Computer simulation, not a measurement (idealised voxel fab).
A process module follows: voxel self aligned vias.
Section shown: cut. Width: 235 nm. Cell size: 5 nm, square.
Cross-section layout: square cells on a grid; listed as bands, top to bottom; a band spans one or more cell rows.
Within each band entry, the heights of the top and of the bottom of the band appear first, in that order and in nm; the materials of the band then follow from left to right, each with its corresponding width in nm. The designation "everywhere" on a single material indicates that it fills the band from edge to edge; the designation "air" indicates empty space.
The level at which height equals 0 is the one under which the wafer, as it arrives, is entirely one material. No lower edge exists for the bottom band, which continues downward and is notated as in "top 0, no bottom".
Think of "30->40" as a width that walks from the first number to the second as you go down the band, top row to bottom row, taking equal-sized steps from row to row.
"remained the same" for a step: no cell of the cross-section changed in that step.
Closed empty spaces (no open way to the top) of 8 cells or more are what "Sealed void inventory" lists, each as width x height at distance from the left edge, nm for all three.
If you see something after the settings on a step's line, that's the simulator's own remark about that step.
overlay nm: right-of-plan distance of the mask on a masked step; negative values mean left-of-plan.
This section lists the process steps that were planned:
1 RECEIVE, material Si
2 CONFORMAL_DEP, material SiO2, thk nm 15
3 CONFORMAL_DEP, material SiCN, thk nm 5
4 DIRECTIONAL_DEP, material SiO2, thk nm 30
5 DIRECTIONAL_DEP, material aC, thk nm 15
6 PATTERN, tone open, mask id LINES, material resist, width nm 25, pitch nm 60, thk nm 30, overlay nm 0
7 DIRECTIONAL_ETCH, etch materials aC, depth nm 15
8 STRIP, etch materials resist
9 DIRECTIONAL_ETCH, etch materials SiO2, depth nm 30
10 STRIP, etch materials aC
11 CONFORMAL_DEP, material TiN, thk nm 5
12 FILL_DEP, material W, thk nm 10
13 CMP, height nm 50
14 SELECTIVE_ETCH, etch materials W Ru TiN, depth nm 10
15 FILL_DEP, material SiN, thk nm 10
16 CMP, height nm 50
17 DIRECTIONAL_DEP, material SiO2, thk nm 15
18 MASKED_ETCH, tone open, mask id VIAS, width nm 45, etch materials SiO2, depth nm 15, overlay nm 0
19 MASKED_ETCH, tone open, mask id VIAS, width nm 45, etch materials SiN, depth nm 10, overlay nm 0
20 CONFORMAL_DEP, material TiN, thk nm 5
21 FILL_DEP, material Ru, thk nm 5
22 CMP, height nm 65
23 CONFORMAL_DEP, material SiN, thk nm 5
On the first of the two wafers: run conducted according to plan:
Cross-section of the wafer as it came to us, i.e., already through step 1:
> top 0, no bottom = Si everywhere
> Sealed void inventory: none
Wafer xsec, post step 2:
> top 15, bottom 0 = SiO2 everywhere
> Anything lower than 0 is untouched.
Wafer xsec, post step 3:
> top 20, bottom 15 = SiCN everywhere
> Anything lower than 15 is untouched.
Wafer xsec, post step 4:
> top 50, bottom 20 = SiO2 everywhere
> Anything lower than 20 is untouched.
Wafer xsec, post step 5:
> top 65, bottom 50 = aC everywhere
> Anything lower than 50 is untouched.
Wafer xsec, post step 6:
> top 95, bottom 65 = resist: 75 | air: 25 | resist: 35 | air: 25 | resist: 75
> Anything lower than 65 is untouched.
Wafer xsec, post step 7:
> top 80, bottom 65 = resist: 75 | air: 25 | resist: 35 | air: 25 | resist: 75
> top 65, bottom 50 = aC: 75 | air: 25 | aC: 35 | air: 25 | aC: 75
> Anything lower than 50 is untouched.
Wafer xsec, post step 8:
> top 65, bottom 50 = aC: 75 | air: 25 | aC: 35 | air: 25 | aC: 75
> Anything lower than 50 is untouched.
Wafer xsec, post step 9:
> top 65, bottom 50 = aC: 75 | air: 25 | aC: 35 | air: 25 | aC: 75
> top 50, bottom 20 = SiO2: 75 | air: 25 | SiO2: 35 | air: 25 | SiO2: 75
> Anything lower than 20 is untouched.
Wafer xsec, post step 10:
> top 50, bottom 20 = SiO2: 75 | air: 25 | SiO2: 35 | air: 25 | SiO2: 75
> Anything lower than 20 is untouched.
Wafer xsec, post step 11:
> top 55, bottom 50 = TiN: 80 | air: 15 | TiN: 45 | air: 15 | TiN: 80
> top 50, bottom 25 = SiO2: 75 | TiN: 5 | air: 15 | TiN: 5 | SiO2: 35 | TiN: 5 | air: 15 | TiN: 5 | SiO2: 75
> top 25, bottom 20 = SiO2: 75 | TiN: 25 | SiO2: 35 | TiN: 25 | SiO2: 75
> Anything lower than 20 is untouched.
Wafer xsec, post step 12:
> top 65, bottom 55 = W everywhere
> top 55, bottom 50 = TiN: 80 | W: 15 | TiN: 45 | W: 15 | TiN: 80
> top 50, bottom 25 = SiO2: 75 | TiN: 5 | W: 15 | TiN: 5 | SiO2: 35 | TiN: 5 | W: 15 | TiN: 5 | SiO2: 75
> Anything lower than 25 is untouched.
Wafer xsec, post step 13:
> top 50, bottom 25 = SiO2: 75 | TiN: 5 | W: 15 | TiN: 5 | SiO2: 35 | TiN: 5 | W: 15 | TiN: 5 | SiO2: 75
> Anything lower than 25 is untouched.
Wafer xsec, post step 14:
> top 50, bottom 40 = SiO2: 75 | air: 25 | SiO2: 35 | air: 25 | SiO2: 75
> Anything lower than 40 is untouched.
Wafer xsec, post step 15:
> top 60, bottom 50 = SiN everywhere
> top 50, bottom 40 = SiO2: 75 | SiN: 25 | SiO2: 35 | SiN: 25 | SiO2: 75
> Anything lower than 40 is untouched.
Wafer xsec, post step 16:
> top 50, bottom 40 = SiO2: 75 | SiN: 25 | SiO2: 35 | SiN: 25 | SiO2: 75
> Anything lower than 40 is untouched.
Wafer xsec, post step 17:
> top 65, bottom 50 = SiO2 everywhere
> Anything lower than 50 is untouched.
Wafer xsec, post step 18:
> top 65, bottom 50 = SiO2: 65 | air: 45 | SiO2: 125
> Anything lower than 50 is untouched.
Wafer xsec, post step 19:
> top 65, bottom 50 = SiO2: 65 | air: 45 | SiO2: 125
> top 50, bottom 40 = SiO2: 75 | air: 25 | SiO2: 35 | SiN: 25 | SiO2: 75
> Anything lower than 40 is untouched.
Wafer xsec, post step 20:
> top 70, bottom 65 = TiN: 70 | air: 35 | TiN: 130
> top 65, bottom 55 = SiO2: 65 | TiN: 5 | air: 35 | TiN: 5 | SiO2: 125
> top 55, bottom 50 = SiO2: 65 | TiN: 15 | air: 15 | TiN: 15 | SiO2: 125
> top 50, bottom 45 = SiO2: 75 | TiN: 5 | air: 15 | TiN: 5 | SiO2: 35 | SiN: 25 | SiO2: 75
> top 45, bottom 40 = SiO2: 75 | TiN: 25 | SiO2: 35 | SiN: 25 | SiO2: 75
> Anything lower than 40 is untouched.
Wafer xsec, post step 21:
> top 75, bottom 70 = Ru everywhere
> top 70, bottom 65 = TiN: 70 | Ru: 35 | TiN: 130
> top 65, bottom 55 = SiO2: 65 | TiN: 5 | Ru: 35 | TiN: 5 | SiO2: 125
> top 55, bottom 50 = SiO2: 65 | TiN: 15 | Ru: 15 | TiN: 15 | SiO2: 125
> top 50, bottom 45 = SiO2: 75 | TiN: 5 | Ru: 15 | TiN: 5 | SiO2: 35 | SiN: 25 | SiO2: 75
> Anything lower than 45 is untouched.
Wafer xsec, post step 22:
> top 65, bottom 55 = SiO2: 65 | TiN: 5 | Ru: 35 | TiN: 5 | SiO2: 125
> Anything lower than 55 is untouched.
Wafer xsec, post step 23:
> top 70, bottom 65 = SiN everywhere
> Anything lower than 65 is untouched.
It is to be noted that the second wafer proceeded from the same initial state and according to the same plan as the first, although one mistake was committed in its execution; through step 13, inclusive, the two wafers share an identical history:
Second wafer, cross-section, planned end of step 14:
> top 50, bottom 40 = air: 75 | TiN: 5 | W: 15 | TiN: 5 | air: 35 | TiN: 5 | W: 15 | TiN: 5 | air: 75
> Anything lower than 40 is untouched.
Second wafer, cross-section, planned end of step 15:
> top 60, bottom 50 = SiN everywhere
> top 50, bottom 40 = SiN: 75 | TiN: 5 | W: 15 | TiN: 5 | SiN: 35 | TiN: 5 | W: 15 | TiN: 5 | SiN: 75
> Anything lower than 40 is untouched.
Second wafer, cross-section, planned end of step 16:
> top 50, bottom 40 = SiN: 75 | TiN: 5 | W: 15 | TiN: 5 | SiN: 35 | TiN: 5 | W: 15 | TiN: 5 | SiN: 75
> Anything lower than 40 is untouched.
Second wafer, cross-section, planned end of step 17:
> top 65, bottom 50 = SiO2 everywhere
> Anything lower than 50 is untouched.
Second wafer, cross-section, planned end of step 18:
> top 65, bottom 50 = SiO2: 65 | air: 45 | SiO2: 125
> Anything lower than 50 is untouched.
Second wafer, cross-section, planned end of step 19:
> top 65, bottom 50 = SiO2: 65 | air: 45 | SiO2: 125
> top 50, bottom 40 = SiN: 65 | air: 10 | TiN: 5 | W: 15 | TiN: 5 | air: 10 | SiN: 25 | TiN: 5 | W: 15 | TiN: 5 | SiN: 75
> Anything lower than 40 is untouched.
Second wafer, cross-section, planned end of step 20:
> top 70, bottom 65 = TiN: 70 | air: 35 | TiN: 130
> top 65, bottom 55 = SiO2: 65 | TiN: 5 | air: 35 | TiN: 5 | SiO2: 125
> top 55, bottom 50 = SiO2: 65 | TiN: 45 | SiO2: 125
> top 50, bottom 40 = SiN: 65 | TiN: 15 | W: 15 | TiN: 15 | SiN: 25 | TiN: 5 | W: 15 | TiN: 5 | SiN: 75
> Anything lower than 40 is untouched.
Second wafer, cross-section, planned end of step 21:
> top 75, bottom 70 = Ru everywhere
> top 70, bottom 65 = TiN: 70 | Ru: 35 | TiN: 130
> top 65, bottom 55 = SiO2: 65 | TiN: 5 | Ru: 35 | TiN: 5 | SiO2: 125
> Anything lower than 55 is untouched.
Second wafer, cross-section, planned end of step 22:
> top 65, bottom 55 = SiO2: 65 | TiN: 5 | Ru: 35 | TiN: 5 | SiO2: 125
> Anything lower than 55 is untouched.
Second wafer, cross-section, planned end of step 23:
> top 70, bottom 65 = SiN everywhere
> Anything lower than 65 is untouched.
What broke from the plan during processing? step 14 did not happen as planned, as run it was SELECTIVE_ETCH, etch materials SiO2, depth nm 10
Final wafer comparison in cells, second versus first, more or fewer per material: -6 Ru | +56 SiN | -74 SiO2 | +12 TiN | +12 W
